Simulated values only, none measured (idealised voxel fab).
process module | voxel self aligned vias
cross-section cut | 225 nm wide | cells 5 nm
A cross-section is a grid of square cells, given in bands from the top down. A band is one or more rows of cells.
Each band's line starts with the height of the band's top and of its bottom, in nm. Then come its materials from left to right, each with its width in nm. One material with "throughout" fills the band from edge to edge. "air" is empty space.
Height 0 is the level under which the wafer as received is all one material. The lowest band goes on downwards, as in "0 down".
A width such as "30 to 40" changes by the same amount from each row of cells to the next, from the band's top row to its bottom row.
"no change" after a step means that no cell of the cross-section changed.
closed voids: empty space of 8 cells or more with no open way to the top, each as width x height at its distance from the left edge, in nm
after a step's settings: what the simulator itself notes on the step
overlay nm, on a step with a mask: how far to the right of its planned place the mask lay; to the left if negative
plan
1 op RECEIVE | material Si
2 op CONFORMAL_DEP | material SiO2 | thk nm 10
3 op CONFORMAL_DEP | material SiCN | thk nm 5
4 op DIRECTIONAL_DEP | material SiO2 | thk nm 20
5 op PATTERN | tone open | mask id LINES | material resist | width nm 25 | pitch nm 60 | thk nm 15 | overlay nm 0
6 op DIRECTIONAL_ETCH | etch materials SiO2 | depth nm 20
7 op STRIP | etch materials resist
8 op CONFORMAL_DEP | material TiN | thk nm 5
9 op FILL_DEP | material Ru | thk nm 5
10 op CMP | height nm 35
11 op SELECTIVE_ETCH | etch materials W Ru TiN | depth nm 10
12 op FILL_DEP | material SiN | thk nm 5
13 op CMP | height nm 35
14 op DIRECTIONAL_DEP | material SiO2 | thk nm 15
15 op MASKED_ETCH | tone open | mask id VIAS | width nm 45 | pitch nm 120 | etch materials SiO2 | depth nm 15 | overlay nm 0
16 op MASKED_ETCH | tone open | mask id VIAS | width nm 45 | pitch nm 120 | etch materials SiN | depth nm 10 | overlay nm 0
17 op CONFORMAL_DEP | material TiN | thk nm 5
18 op FILL_DEP | material Cu | thk nm 5
19 op CMP | height nm 50
20 op CONFORMAL_DEP | material SiN | thk nm 5
first wafer, as planned
as received, after step 1
  0 down: Si throughout
  closed voids: none
after step 2
  10 to 0: SiO2 throughout
  below 0: unchanged
after step 3
  15 to 10: SiCN throughout
  below 10: unchanged
after step 4
  35 to 15: SiO2 throughout
  below 15: unchanged
after step 5
  50 to 35: resist 40 | air 25 | resist 35 | air 25 | resist 35 | air 25 | resist 40
  below 35: unchanged
after step 6
  50 to 35: resist 40 | air 25 | resist 35 | air 25 | resist 35 | air 25 | resist 40
  35 to 15: SiO2 40 | air 25 | SiO2 35 | air 25 | SiO2 35 | air 25 | SiO2 40
  below 15: unchanged
after step 7
  35 to 15: SiO2 40 | air 25 | SiO2 35 | air 25 | SiO2 35 | air 25 | SiO2 40
  below 15: unchanged
after step 8
  40 to 35: TiN 45 | air 15 | TiN 45 | air 15 | TiN 45 | air 15 | TiN 45
  35 to 20: SiO2 40 | TiN 5 | air 15 | TiN 5 | SiO2 35 | TiN 5 | air 15 | TiN 5 | SiO2 35 | TiN 5 | air 15 | TiN 5 | SiO2 40
  20 to 15: SiO2 40 | TiN 25 | SiO2 35 | TiN 25 | SiO2 35 | TiN 25 | SiO2 40
  below 15: unchanged
after step 9
  45 to 40: Ru throughout
  40 to 35: TiN 45 | Ru 15 | TiN 45 | Ru 15 | TiN 45 | Ru 15 | TiN 45
  35 to 20: SiO2 40 | TiN 5 | Ru 15 | TiN 5 | SiO2 35 | TiN 5 | Ru 15 | TiN 5 | SiO2 35 | TiN 5 | Ru 15 | TiN 5 | SiO2 40
  below 20: unchanged
after step 10
  35 to 20: SiO2 40 | TiN 5 | Ru 15 | TiN 5 | SiO2 35 | TiN 5 | Ru 15 | TiN 5 | SiO2 35 | TiN 5 | Ru 15 | TiN 5 | SiO2 40
  below 20: unchanged
after step 11
  35 to 25: SiO2 40 | air 25 | SiO2 35 | air 25 | SiO2 35 | air 25 | SiO2 40
  below 25: unchanged
after step 12
  40 to 35: SiN throughout
  35 to 25: SiO2 40 | SiN 25 | SiO2 35 | SiN 25 | SiO2 35 | SiN 25 | SiO2 40
  below 25: unchanged
after step 13
  35 to 25: SiO2 40 | SiN 25 | SiO2 35 | SiN 25 | SiO2 35 | SiN 25 | SiO2 40
  below 25: unchanged
after step 14
  50 to 35: SiO2 throughout
  below 35: unchanged
after step 15
  50 to 35: SiO2 30 | air 45 | SiO2 75 | air 45 | SiO2 30
  below 35: unchanged
after step 16
  50 to 35: SiO2 30 | air 45 | SiO2 75 | air 45 | SiO2 30
  35 to 25: SiO2 40 | air 25 | SiO2 35 | SiN 25 | SiO2 35 | air 25 | SiO2 40
  below 25: unchanged
after step 17
  55 to 50: TiN 35 | air 35 | TiN 85 | air 35 | TiN 35
  50 to 40: SiO2 30 | TiN 5 | air 35 | TiN 5 | SiO2 75 | TiN 5 | air 35 | TiN 5 | SiO2 30
  40 to 35: SiO2 30 | TiN 15 | air 15 | TiN 15 | SiO2 75 | TiN 15 | air 15 | TiN 15 | SiO2 30
  35 to 30: SiO2 40 | TiN 5 | air 15 | TiN 5 | SiO2 35 | SiN 25 | SiO2 35 | TiN 5 | air 15 | TiN 5 | SiO2 40
  30 to 25: SiO2 40 | TiN 25 | SiO2 35 | SiN 25 | SiO2 35 | TiN 25 | SiO2 40
  below 25: unchanged
after step 18
  60 to 55: Cu throughout
  55 to 50: TiN 35 | Cu 35 | TiN 85 | Cu 35 | TiN 35
  50 to 40: SiO2 30 | TiN 5 | Cu 35 | TiN 5 | SiO2 75 | TiN 5 | Cu 35 | TiN 5 | SiO2 30
  40 to 35: SiO2 30 | TiN 15 | Cu 15 | TiN 15 | SiO2 75 | TiN 15 | Cu 15 | TiN 15 | SiO2 30
  35 to 30: SiO2 40 | TiN 5 | Cu 15 | TiN 5 | SiO2 35 | SiN 25 | SiO2 35 | TiN 5 | Cu 15 | TiN 5 | SiO2 40
  below 30: unchanged
after step 19
  50 to 40: SiO2 30 | TiN 5 | Cu 35 | TiN 5 | SiO2 75 | TiN 5 | Cu 35 | TiN 5 | SiO2 30
  below 40: unchanged
after step 20
  55 to 50: SiN throughout
  below 50: unchanged
second wafer: like start, like plan, one mistake. Through step 4 it matches the first wafer
when step 5 should have ended
  50 to 35: resist 45 | air 15 | resist 45 | air 15 | resist 45 | air 15 | resist 45
  below 35: unchanged
when step 6 should have ended
  50 to 35: resist 45 | air 15 | resist 45 | air 15 | resist 45 | air 15 | resist 45
  35 to 15: SiO2 45 | air 15 | SiO2 45 | air 15 | SiO2 45 | air 15 | SiO2 45
  below 15: unchanged
when step 7 should have ended
  35 to 15: SiO2 45 | air 15 | SiO2 45 | air 15 | SiO2 45 | air 15 | SiO2 45
  below 15: unchanged
when step 8 should have ended
  40 to 35: TiN 50 | air 5 | TiN 55 | air 5 | TiN 55 | air 5 | TiN 50
  35 to 20: SiO2 45 | TiN 5 | air 5 | TiN 5 | SiO2 45 | TiN 5 | air 5 | TiN 5 | SiO2 45 | TiN 5 | air 5 | TiN 5 | SiO2 45
  20 to 15: SiO2 45 | TiN 15 | SiO2 45 | TiN 15 | SiO2 45 | TiN 15 | SiO2 45
  below 15: unchanged
when step 9 should have ended
  45 to 40: Ru throughout
  40 to 35: TiN 50 | Ru 5 | TiN 55 | Ru 5 | TiN 55 | Ru 5 | TiN 50
  35 to 20: SiO2 45 | TiN 5 | Ru 5 | TiN 5 | SiO2 45 | TiN 5 | Ru 5 | TiN 5 | SiO2 45 | TiN 5 | Ru 5 | TiN 5 | SiO2 45
  below 20: unchanged
when step 10 should have ended
  35 to 20: SiO2 45 | TiN 5 | Ru 5 | TiN 5 | SiO2 45 | TiN 5 | Ru 5 | TiN 5 | SiO2 45 | TiN 5 | Ru 5 | TiN 5 | SiO2 45
  below 20: unchanged
when step 11 should have ended
  35 to 25: SiO2 45 | air 15 | SiO2 45 | air 15 | SiO2 45 | air 15 | SiO2 45
  below 25: unchanged
when step 12 should have ended
  40 to 35: SiN throughout
  35 to 25: SiO2 45 | SiN 15 | SiO2 45 | SiN 15 | SiO2 45 | SiN 15 | SiO2 45
  below 25: unchanged
when step 13 should have ended
  35 to 25: SiO2 45 | SiN 15 | SiO2 45 | SiN 15 | SiO2 45 | SiN 15 | SiO2 45
  below 25: unchanged
when step 14 should have ended
  50 to 35: SiO2 throughout
  below 35: unchanged
when step 15 should have ended
  50 to 35: SiO2 30 | air 45 | SiO2 75 | air 45 | SiO2 30
  below 35: unchanged
when step 16 should have ended
  50 to 35: SiO2 30 | air 45 | SiO2 75 | air 45 | SiO2 30
  35 to 25: SiO2 45 | air 15 | SiO2 45 | SiN 15 | SiO2 45 | air 15 | SiO2 45
  below 25: unchanged
when step 17 should have ended
  55 to 50: TiN 35 | air 35 | TiN 85 | air 35 | TiN 35
  50 to 40: SiO2 30 | TiN 5 | air 35 | TiN 5 | SiO2 75 | TiN 5 | air 35 | TiN 5 | SiO2 30
  40 to 35: SiO2 30 | TiN 20 | air 5 | TiN 20 | SiO2 75 | TiN 20 | air 5 | TiN 20 | SiO2 30
  35 to 30: SiO2 45 | TiN 5 | air 5 | TiN 5 | SiO2 45 | SiN 15 | SiO2 45 | TiN 5 | air 5 | TiN 5 | SiO2 45
  30 to 25: SiO2 45 | TiN 15 | SiO2 45 | SiN 15 | SiO2 45 | TiN 15 | SiO2 45
  below 25: unchanged
when step 18 should have ended
  60 to 55: Cu throughout
  55 to 50: TiN 35 | Cu 35 | TiN 85 | Cu 35 | TiN 35
  50 to 40: SiO2 30 | TiN 5 | Cu 35 | TiN 5 | SiO2 75 | TiN 5 | Cu 35 | TiN 5 | SiO2 30
  40 to 35: SiO2 30 | TiN 20 | Cu 5 | TiN 20 | SiO2 75 | TiN 20 | Cu 5 | TiN 20 | SiO2 30
  35 to 30: SiO2 45 | TiN 5 | Cu 5 | TiN 5 | SiO2 45 | SiN 15 | SiO2 45 | TiN 5 | Cu 5 | TiN 5 | SiO2 45
  below 30: unchanged
when step 19 should have ended
  50 to 40: SiO2 30 | TiN 5 | Cu 35 | TiN 5 | SiO2 75 | TiN 5 | Cu 35 | TiN 5 | SiO2 30
  below 40: unchanged
when step 20 should have ended
  55 to 50: SiN throughout
  below 50: unchanged
what went wrong: step 5 ran as: op PATTERN | tone open | mask id LINES | material resist | width nm 15 | pitch nm 60 | thk nm 15 | overlay nm 0
at the end the second wafer has, in cells: 8 fewer of Cu | 6 fewer of Ru | 4 fewer of SiN | 24 more of SiO2 | 6 fewer of TiN
